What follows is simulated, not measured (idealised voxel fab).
process module | voxel wiring stack
cross-section cut | 185 nm wide | cells 5 nm
A cross-section is a grid of square cells, given in bands from the top down. A band is one or more rows of cells.
Each band's line starts with the height of the band's top and of its bottom, in nm. Then come its materials from left to right, each with its width in nm. One material with "throughout" fills the band from edge to edge. "air" is empty space.
Height 0 is the level under which the wafer as received is all one material. The lowest band goes on downwards, as in "0 down".
A width such as "30 to 40" changes by the same amount from each row of cells to the next, from the band's top row to its bottom row.
"no change" after a step means that no cell of the cross-section changed.
closed voids: empty space of 8 cells or more with no open way to the top, each as width x height at its distance from the left edge, in nm
after a step's settings: what the simulator itself notes on the step
overlay nm, on a step with a mask: how far to the right of its planned place the mask lay; to the left if negative
plan
1 op RECEIVE | material Si
2 op CONFORMAL_DEP | material SiO2 | thk nm 15
3 op DIRECTIONAL_DEP | material TiN | thk nm 5
4 op DIRECTIONAL_DEP | material W | thk nm 25
5 op DIRECTIONAL_DEP | material aC | thk nm 10
6 op PATTERN | tone cover | mask id METAL_1 | material resist | width nm 25 | pitch nm 55 | thk nm 30 | overlay nm 0
7 op DIRECTIONAL_ETCH | etch materials aC | depth nm 10
8 op STRIP | etch materials resist
9 op DIRECTIONAL_ETCH | etch materials W | depth nm 25
10 op DIRECTIONAL_ETCH | etch materials TiN | depth nm 5
11 op STRIP | etch materials aC
12 op CONFORMAL_DEP | material SiN | thk nm 5
13 op FILL_DEP | material lowk | thk nm 5
14 op CMP | height nm 45
15 op CONFORMAL_DEP | material SiCN | thk nm 5
16 op DIRECTIONAL_DEP | material lowk | thk nm 20
17 op DIRECTIONAL_DEP | material aC | thk nm 10
18 op PATTERN | tone open | mask id PLUG_1 | material resist | width nm 15 | pitch nm 110 | thk nm 25 | overlay nm 0
19 op DIRECTIONAL_ETCH | etch materials aC | depth nm 10
20 op STRIP | etch materials resist
21 op DIRECTIONAL_ETCH | etch materials lowk | depth nm 20
22 op DIRECTIONAL_ETCH | etch materials SiCN | depth nm 5
23 op STRIP | etch materials aC
24 op CONFORMAL_DEP | material TiN | thk nm 5
25 op FILL_DEP | material W | thk nm 5
26 op CMP | height nm 70
27 op CONFORMAL_DEP | material SiN | thk nm 5
28 op DIRECTIONAL_DEP | material lowk | thk nm 15
29 op MASKED_ETCH | tone open | mask id METAL_2 | width nm 25 | pitch nm 55 | etch materials lowk | depth nm 15 | overlay nm 0
30 op MASKED_ETCH | tone open | mask id METAL_2 | width nm 25 | pitch nm 55 | etch materials SiN | depth nm 5 | overlay nm 0
31 op CONFORMAL_DEP | material TiN | thk nm 5
32 op FILL_DEP | material Cu | thk nm 10
33 op CMP | height nm 90
34 op EPI | material Ru | thk nm 5
35 op FILL_DEP | material SiCN | thk nm 5
36 op DIRECTIONAL_DEP | material lowk | thk nm 10
37 op PATTERN | tone open | mask id PLUG_2 | material resist | width nm 15 | pitch nm 55 | thk nm 15 | overlay nm 0
38 op DIRECTIONAL_ETCH | etch materials lowk | depth nm 10
39 op DIRECTIONAL_ETCH | etch materials SiCN | depth nm 5
40 op STRIP | etch materials resist
41 op CONFORMAL_DEP | material TiN | thk nm 5
42 op FILL_DEP | material W | thk nm 10
43 op CMP | height nm 110
44 op CONFORMAL_DEP | material SiCN | thk nm 5
45 op DIRECTIONAL_DEP | material lowk | thk nm 15
46 op MASKED_ETCH | tone open | mask id METAL_3 | width nm 25 | pitch nm 55 | etch materials lowk | depth nm 15 | overlay nm 0
47 op MASKED_ETCH | tone open | mask id METAL_3 | width nm 25 | pitch nm 55 | etch materials SiCN | depth nm 5 | overlay nm 0
48 op CONFORMAL_DEP | material TiN | thk nm 5
49 op FILL_DEP | material Ru | thk nm 10
50 op CMP | height nm 130
51 op EPI | material Ru | thk nm 5
52 op FILL_DEP | material SiCN | thk nm 5
as received, after step 1
  0 down: Si throughout
  closed voids: none
a wafer at the end: this start, this plan, one mistake
  140 to 135: SiCN throughout
  135 to 130: SiCN 20 | Ru 35 | SiCN 20 | Ru 35 | SiCN 20 | Ru 35 | SiCN 20
  130 to 115: lowk 25 | TiN 5 | Ru 15 | TiN 5 | lowk 30 | TiN 5 | Ru 15 | TiN 5 | lowk 30 | TiN 5 | Ru 15 | TiN 5 | lowk 25
  115 to 110: SiCN 25 | TiN 25 | SiCN 30 | TiN 25 | SiCN 30 | TiN 25 | SiCN 25
  110 to 100: lowk 25 | TiN 5 | W 5 | TiN 5 | lowk 40 | TiN 5 | W 5 | TiN 5 | lowk 40 | TiN 5 | W 5 | TiN 5 | lowk 35
  100 to 95: SiCN 25 | TiN 15 | SiCN 40 | TiN 15 | SiCN 40 | TiN 15 | SiCN 35
  95 to 90: Ru throughout
  90 to 80: Cu throughout
  80 to 75: TiN 30 | Cu 15 | TiN 40 | Cu 15 | TiN 40 | Cu 15 | TiN 30
  75 to 70: SiN 25 | TiN 25 | SiN 30 | TiN 25 | SiN 30 | TiN 25 | SiN 25
  70 to 50: lowk 25 | TiN 5 | W 5 | TiN 5 | lowk 95 | TiN 5 | W 5 | TiN 5 | lowk 35
  50 to 45: SiCN 25 | TiN 15 | SiCN 95 | TiN 15 | SiCN 35
  45 to 20: lowk 20 | SiN 5 | W 25 | SiN 5 | lowk 20 | SiN 5 | W 25 | SiN 5 | lowk 20 | SiN 5 | W 25 | SiN 5 | lowk 20
  20 to 15: SiN 25 | TiN 25 | SiN 30 | TiN 25 | SiN 30 | TiN 25 | SiN 25
  15 to 0: SiO2 throughout
  0 down: Si throughout
  closed voids: none
what went wrong: step 28 was left out
